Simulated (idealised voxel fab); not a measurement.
A process module follows: voxel air gaps.
Displayed cross-section: cut, width of 240 nm, square cells sized 5 nm.
A cross-section in this document is a grid of square cells, and it is written down as bands, the top band listed before the ones below it; a band is made up of one or more rows of cells.
A band entry consists of two parts. The first gives the height of the band's top and the height of its bottom, in nm. The rest lists the band's materials from left to right, each with its width in nm. A single material labelled with the word "everywhere" fills the band from edge to edge, and the word "blank" marks empty space.
Basically, 0 is our baseline, since under it the wafer straight out of the box is all one material. The bottom band has no lower end and keeps on going down, so it looks like "0 and below".
Graded width ("30->40"): value in top row of band = first number; value in bottom row = second number; row-to-row change constant.
A step reported as "all unchanged" is a step in which no cell of the cross-section changed.
Empty spaces counting at least 8 cells and having no open way to the top are listed in "Enclosed empty spaces". The notation width x height at distance is used for each, the distance being from the left edge and all three values in nm.
Heads up: the bit after the settings on a step's line is the simulator's remark on that step.
"overlay nm" denotes, for a step that has a mask, the displacement of the mask to the right of its planned place, with negative values corresponding to the left.
[Below is the list of planned process steps]
- 1: RECEIVE with material Si
- 2: CONFORMAL_DEP with material SiO2, thk nm 15
- 3: CONFORMAL_DEP with material SiN, thk nm 5
- 4: DIRECTIONAL_DEP with material SiO2, thk nm 35
- 5: DIRECTIONAL_DEP with material aC, thk nm 15
- 6: PATTERN with tone open, mask id LINES, material resist, width nm 20, pitch nm 45, thk nm 35, overlay nm 0
- 7: DIRECTIONAL_ETCH with etch materials aC, depth nm 15
- 8: STRIP with etch materials resist
- 9: DIRECTIONAL_ETCH with etch materials SiO2, depth nm 35
- 10: STRIP with etch materials aC
- 11: CONFORMAL_DEP with material TiN, thk nm 5
- 12: FILL_DEP with material Cu, thk nm 5
- 13: CMP with height nm 55
- 14: EPI with material Ru, thk nm 10
- 15: SELECTIVE_ETCH with etch materials SiO2, depth nm 45
- 16: CONFORMAL_DEP with material SiCN, thk nm 5
[Cross-section: wafer on arrival = after step 1]
> 0 and below | Si everywhere
> Enclosed empty spaces: none
[Wafer at module end, in section. Began as above, planned as above, run with one mistake]
> 70 down to 65 | 25 nm blank | 185 nm SiCN | 30 nm blank
> 65 down to 55 | 25 nm blank | 5 nm SiCN | 40 nm Ru | 5 nm SiCN | 40 nm Ru | 5 nm SiCN | 40 nm Ru | 5 nm SiCN | 40 nm Ru | 5 nm SiCN | 30 nm blank
> 55 down to 50 | 25 nm blank | 15 nm SiCN | 5 nm TiN | 10 nm Cu | 5 nm TiN | 25 nm SiCN | 5 nm TiN | 10 nm Cu | 5 nm TiN | 25 nm SiCN | 5 nm TiN | 10 nm Cu | 5 nm TiN | 25 nm SiCN | 5 nm TiN | 10 nm Cu | 5 nm TiN | 15 nm SiCN | 30 nm blank
> 50 down to 40 | 35 nm blank | 5 nm SiCN | 5 nm TiN | 10 nm Cu | 5 nm TiN | 5 nm SiCN | 15 nm blank | 5 nm SiCN | 5 nm TiN | 10 nm Cu | 5 nm TiN | 5 nm SiCN | 15 nm blank | 5 nm SiCN | 5 nm TiN | 10 nm Cu | 5 nm TiN | 5 nm SiCN | 15 nm blank | 5 nm SiCN | 5 nm TiN | 10 nm Cu | 5 nm TiN | 5 nm SiCN | 40 nm blank
> 40 down to 35 | 40 nm SiCN | 20 nm TiN | 25 nm SiCN | 20 nm TiN | 25 nm SiCN | 20 nm TiN | 25 nm SiCN | 20 nm TiN | 45 nm SiCN
> 35 down to 30 | SiN everywhere
> 30 down to 0 | SiO2 everywhere
> 0 and below | Si everywhere
> Enclosed empty spaces: none
The plan and the run diverged here: heads up, step 2 of the plan got done twice
